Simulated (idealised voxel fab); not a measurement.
The document below concerns the process module designated voxel self aligned vias.
Displayed cross-section: cut, width of 225 nm, square cells sized 5 nm.
The cross-sections in this document take the form of a grid made of square cells. They are written out as bands, in order from top to bottom. Each band consists of one or more rows of cells.
Read a band's entry like this: the first values are the height of its top and the height of its bottom in nm, and what follows is the sequence of materials from left to right, each with its width in nm. Note that "empty" is empty space, and that a single material marked "all across" reaches across the band from edge to edge.
Heights are expressed relative to 0, this being the level below which the as-received wafer comprises one material exclusively. The lowest band is unbounded in the downward direction and is denoted as in "top 0, no bottom".
Top row gets the first number, bottom row gets the second, and each row in between changes by the same step: that is how a band width like "30 to 40" works.
For the purposes of this document, the phrase "nothing different" attached to a step denotes that no cell within the cross-section was modified by that step.
Closed empty spaces (no open way to the top) of 8 cells or more are what "Closed empty spaces" lists, each as width x height at distance from the left edge, nm for all three.
Post-settings text on a step line: simulator's own remark regarding the step.
On any step carrying a mask, the "overlay nm" setting, if present on the step's line, tells how far right of its planned place the mask lay; negative values point to the left.
**Process steps (planned)**
1) RECEIVE,material Si
2) CONFORMAL_DEP,material SiO2,thk nm 15
3) CONFORMAL_DEP,material SiCN,thk nm 5
4) DIRECTIONAL_DEP,material SiO2,thk nm 30
5) DIRECTIONAL_DEP,material aC,thk nm 15
6) PATTERN,tone open,mask id LINES,material resist,width nm 20,pitch nm 55,thk nm 30,overlay nm 0
7) DIRECTIONAL_ETCH,etch materials aC,depth nm 15
8) STRIP,etch materials resist
9) DIRECTIONAL_ETCH,etch materials SiO2,depth nm 30
10) STRIP,etch materials aC
11) CONFORMAL_DEP,material TiN,thk nm 5
12) FILL_DEP,material Ru,thk nm 5
13) CMP,height nm 50
14) SELECTIVE_ETCH,etch materials W Ru TiN,depth nm 5
15) FILL_DEP,material SiN,thk nm 10
16) CMP,height nm 50
17) DIRECTIONAL_DEP,material SiO2,thk nm 15
18) PATTERN,tone open,mask id VIAS,material resist,width nm 40,pitch nm 55,thk nm 15,overlay nm 0
19) DIRECTIONAL_ETCH,etch materials SiO2,depth nm 15
20) DIRECTIONAL_ETCH,etch materials SiN,depth nm 5
21) STRIP,etch materials resist
22) CONFORMAL_DEP,material TiN,thk nm 5
23) FILL_DEP,material Cu,thk nm 5
24) CMP,height nm 65
25) CONFORMAL_DEP,material SiN,thk nm 5
**Below: the first of two wafers, run as planned**
**Cross-section of the incoming wafer, state after step 1**
* top 0, no bottom = Si all across
* Closed empty spaces: none
**Cross-section of the wafer subsequent to step 2**
* top 15, bottom 0 = SiO2 all across
* Nothing below the height 0 has changed.
**Cross-section of the wafer subsequent to step 3**
* top 20, bottom 15 = SiCN all across
* Nothing below the height 15 has changed.
**Cross-section of the wafer subsequent to step 4**
* top 50, bottom 20 = SiO2 all across
* Nothing below the height 20 has changed.
**Cross-section of the wafer subsequent to step 5**
* top 65, bottom 50 = aC all across
* Nothing below the height 50 has changed.
**Cross-section of the wafer subsequent to step 6**
* top 95, bottom 65 = 75 nm resist; 20 nm empty; 35 nm resist; 20 nm empty; 75 nm resist
* Nothing below the height 65 has changed.
**Cross-section of the wafer subsequent to step 7**
* top 80, bottom 65 = 75 nm resist; 20 nm empty; 35 nm resist; 20 nm empty; 75 nm resist
* top 65, bottom 50 = 75 nm aC; 20 nm empty; 35 nm aC; 20 nm empty; 75 nm aC
* Nothing below the height 50 has changed.
**Cross-section of the wafer subsequent to step 8**
* top 65, bottom 50 = 75 nm aC; 20 nm empty; 35 nm aC; 20 nm empty; 75 nm aC
* Nothing below the height 50 has changed.
**Cross-section of the wafer subsequent to step 9**
* top 65, bottom 50 = 75 nm aC; 20 nm empty; 35 nm aC; 20 nm empty; 75 nm aC
* top 50, bottom 20 = 75 nm SiO2; 20 nm empty; 35 nm SiO2; 20 nm empty; 75 nm SiO2
* Nothing below the height 20 has changed.
**Cross-section of the wafer subsequent to step 10**
* top 50, bottom 20 = 75 nm SiO2; 20 nm empty; 35 nm SiO2; 20 nm empty; 75 nm SiO2
* Nothing below the height 20 has changed.
**Cross-section of the wafer subsequent to step 11**
* top 55, bottom 50 = 80 nm TiN; 10 nm empty; 45 nm TiN; 10 nm empty; 80 nm TiN
* top 50, bottom 25 = 75 nm SiO2; 5 nm TiN; 10 nm empty; 5 nm TiN; 35 nm SiO2; 5 nm TiN; 10 nm empty; 5 nm TiN; 75 nm SiO2
* top 25, bottom 20 = 75 nm SiO2; 20 nm TiN; 35 nm SiO2; 20 nm TiN; 75 nm SiO2
* Nothing below the height 20 has changed.
**Cross-section of the wafer subsequent to step 12**
* top 60, bottom 55 = Ru all across
* top 55, bottom 50 = 80 nm TiN; 10 nm Ru; 45 nm TiN; 10 nm Ru; 80 nm TiN
* top 50, bottom 25 = 75 nm SiO2; 5 nm TiN; 10 nm Ru; 5 nm TiN; 35 nm SiO2; 5 nm TiN; 10 nm Ru; 5 nm TiN; 75 nm SiO2
* Nothing below the height 25 has changed.
**Cross-section of the wafer subsequent to step 13**
* top 50, bottom 25 = 75 nm SiO2; 5 nm TiN; 10 nm Ru; 5 nm TiN; 35 nm SiO2; 5 nm TiN; 10 nm Ru; 5 nm TiN; 75 nm SiO2
* Nothing below the height 25 has changed.
**Cross-section of the wafer subsequent to step 14**
* top 50, bottom 45 = 75 nm SiO2; 20 nm empty; 35 nm SiO2; 20 nm empty; 75 nm SiO2
* Nothing below the height 45 has changed.
**Cross-section of the wafer subsequent to step 15**
* top 60, bottom 50 = SiN all across
* top 50, bottom 45 = 75 nm SiO2; 20 nm SiN; 35 nm SiO2; 20 nm SiN; 75 nm SiO2
* Nothing below the height 45 has changed.
**Cross-section of the wafer subsequent to step 16**
* top 50, bottom 45 = 75 nm SiO2; 20 nm SiN; 35 nm SiO2; 20 nm SiN; 75 nm SiO2
* Nothing below the height 45 has changed.
**Cross-section of the wafer subsequent to step 17**
* top 65, bottom 50 = SiO2 all across
* Nothing below the height 50 has changed.
**Cross-section of the wafer subsequent to step 18**
* top 80, bottom 65 = 65 nm resist; 40 nm empty; 15 nm resist; 40 nm empty; 65 nm resist
* Nothing below the height 65 has changed.
**Cross-section of the wafer subsequent to step 19**
* top 80, bottom 65 = 65 nm resist; 40 nm empty; 15 nm resist; 40 nm empty; 65 nm resist
* top 65, bottom 50 = 65 nm SiO2; 40 nm empty; 15 nm SiO2; 40 nm empty; 65 nm SiO2
* Nothing below the height 50 has changed.
**Cross-section of the wafer subsequent to step 20**
* top 80, bottom 65 = 65 nm resist; 40 nm empty; 15 nm resist; 40 nm empty; 65 nm resist
* top 65, bottom 50 = 65 nm SiO2; 40 nm empty; 15 nm SiO2; 40 nm empty; 65 nm SiO2
* top 50, bottom 45 = 75 nm SiO2; 20 nm empty; 35 nm SiO2; 20 nm empty; 75 nm SiO2
* Nothing below the height 45 has changed.
**Cross-section of the wafer subsequent to step 21**
* top 65, bottom 50 = 65 nm SiO2; 40 nm empty; 15 nm SiO2; 40 nm empty; 65 nm SiO2
* Nothing below the height 50 has changed.
**Cross-section of the wafer subsequent to step 22**
* top 70, bottom 65 = 70 nm TiN; 30 nm empty; 25 nm TiN; 30 nm empty; 70 nm TiN
* top 65, bottom 55 = 65 nm SiO2; 5 nm TiN; 30 nm empty; 5 nm TiN; 15 nm SiO2; 5 nm TiN; 30 nm empty; 5 nm TiN; 65 nm SiO2
* top 55, bottom 50 = 65 nm SiO2; 15 nm TiN; 10 nm empty; 15 nm TiN; 15 nm SiO2; 15 nm TiN; 10 nm empty; 15 nm TiN; 65 nm SiO2
* top 50, bottom 45 = 75 nm SiO2; 20 nm TiN; 35 nm SiO2; 20 nm TiN; 75 nm SiO2
* Nothing below the height 45 has changed.
**Cross-section of the wafer subsequent to step 23**
* top 75, bottom 70 = Cu all across
* top 70, bottom 65 = 70 nm TiN; 30 nm Cu; 25 nm TiN; 30 nm Cu; 70 nm TiN
* top 65, bottom 55 = 65 nm SiO2; 5 nm TiN; 30 nm Cu; 5 nm TiN; 15 nm SiO2; 5 nm TiN; 30 nm Cu; 5 nm TiN; 65 nm SiO2
* top 55, bottom 50 = 65 nm SiO2; 15 nm TiN; 10 nm Cu; 15 nm TiN; 15 nm SiO2; 15 nm TiN; 10 nm Cu; 15 nm TiN; 65 nm SiO2
* Nothing below the height 50 has changed.
**Cross-section of the wafer subsequent to step 24**
* top 65, bottom 55 = 65 nm SiO2; 5 nm TiN; 30 nm Cu; 5 nm TiN; 15 nm SiO2; 5 nm TiN; 30 nm Cu; 5 nm TiN; 65 nm SiO2
* Nothing below the height 55 has changed.
**Cross-section of the wafer subsequent to step 25**
* top 70, bottom 65 = SiN all across
* Nothing below the height 65 has changed.
**Second wafer - shared start and plan with the first - one error in running - same as the first up to step 15 inclusive**
**Second wafer at the planned finish of step 16, seen in cross-section**
* top 55, bottom 50 = SiN all across
* Nothing below the height 50 has changed.
**Second wafer at the planned finish of step 17, seen in cross-section**
* top 70, bottom 55 = SiO2 all across
* Nothing below the height 55 has changed.
**Second wafer at the planned finish of step 18, seen in cross-section**
* top 85, bottom 70 = 65 nm resist; 40 nm empty; 15 nm resist; 40 nm empty; 65 nm resist
* Nothing below the height 70 has changed.
**Second wafer at the planned finish of step 19, seen in cross-section**
* top 85, bottom 70 = 65 nm resist; 40 nm empty; 15 nm resist; 40 nm empty; 65 nm resist
* top 70, bottom 55 = 65 nm SiO2; 40 nm empty; 15 nm SiO2; 40 nm empty; 65 nm SiO2
* Nothing below the height 55 has changed.
**Second wafer at the planned finish of step 20, seen in cross-section**
* top 85, bottom 70 = 65 nm resist; 40 nm empty; 15 nm resist; 40 nm empty; 65 nm resist
* top 70, bottom 55 = 65 nm SiO2; 40 nm empty; 15 nm SiO2; 40 nm empty; 65 nm SiO2
* top 55, bottom 50 = 65 nm SiN; 40 nm empty; 15 nm SiN; 40 nm empty; 65 nm SiN
* Nothing below the height 50 has changed.
**Second wafer at the planned finish of step 21, seen in cross-section**
* top 70, bottom 55 = 65 nm SiO2; 40 nm empty; 15 nm SiO2; 40 nm empty; 65 nm SiO2
* Nothing below the height 55 has changed.
**Second wafer at the planned finish of step 22, seen in cross-section**
* top 75, bottom 70 = 70 nm TiN; 30 nm empty; 25 nm TiN; 30 nm empty; 70 nm TiN
* top 70, bottom 55 = 65 nm SiO2; 5 nm TiN; 30 nm empty; 5 nm TiN; 15 nm SiO2; 5 nm TiN; 30 nm empty; 5 nm TiN; 65 nm SiO2
* top 55, bottom 50 = 65 nm SiN; 40 nm TiN; 15 nm SiN; 40 nm TiN; 65 nm SiN
* Nothing below the height 50 has changed.
**Second wafer at the planned finish of step 23, seen in cross-section**
* top 80, bottom 75 = Cu all across
* top 75, bottom 70 = 70 nm TiN; 30 nm Cu; 25 nm TiN; 30 nm Cu; 70 nm TiN
* top 70, bottom 55 = 65 nm SiO2; 5 nm TiN; 30 nm Cu; 5 nm TiN; 15 nm SiO2; 5 nm TiN; 30 nm Cu; 5 nm TiN; 65 nm SiO2
* Nothing below the height 55 has changed.
**Second wafer at the planned finish of step 24, seen in cross-section**
* top 65, bottom 55 = 65 nm SiO2; 5 nm TiN; 30 nm Cu; 5 nm TiN; 15 nm SiO2; 5 nm TiN; 30 nm Cu; 5 nm TiN; 65 nm SiO2
* Nothing below the height 55 has changed.
**Second wafer at the planned finish of step 25, seen in cross-section**
* top 70, bottom 65 = SiN all across
* Nothing below the height 65 has changed.
Run error: step 16 was run on a setting that differed from the plan, and what really ran there is CMP,height nm 55
Wrapping up, a cell-based count of both wafers puts the second over or under the first for these materials: Cu -4; SiN +37; SiO2 -29; TiN -4
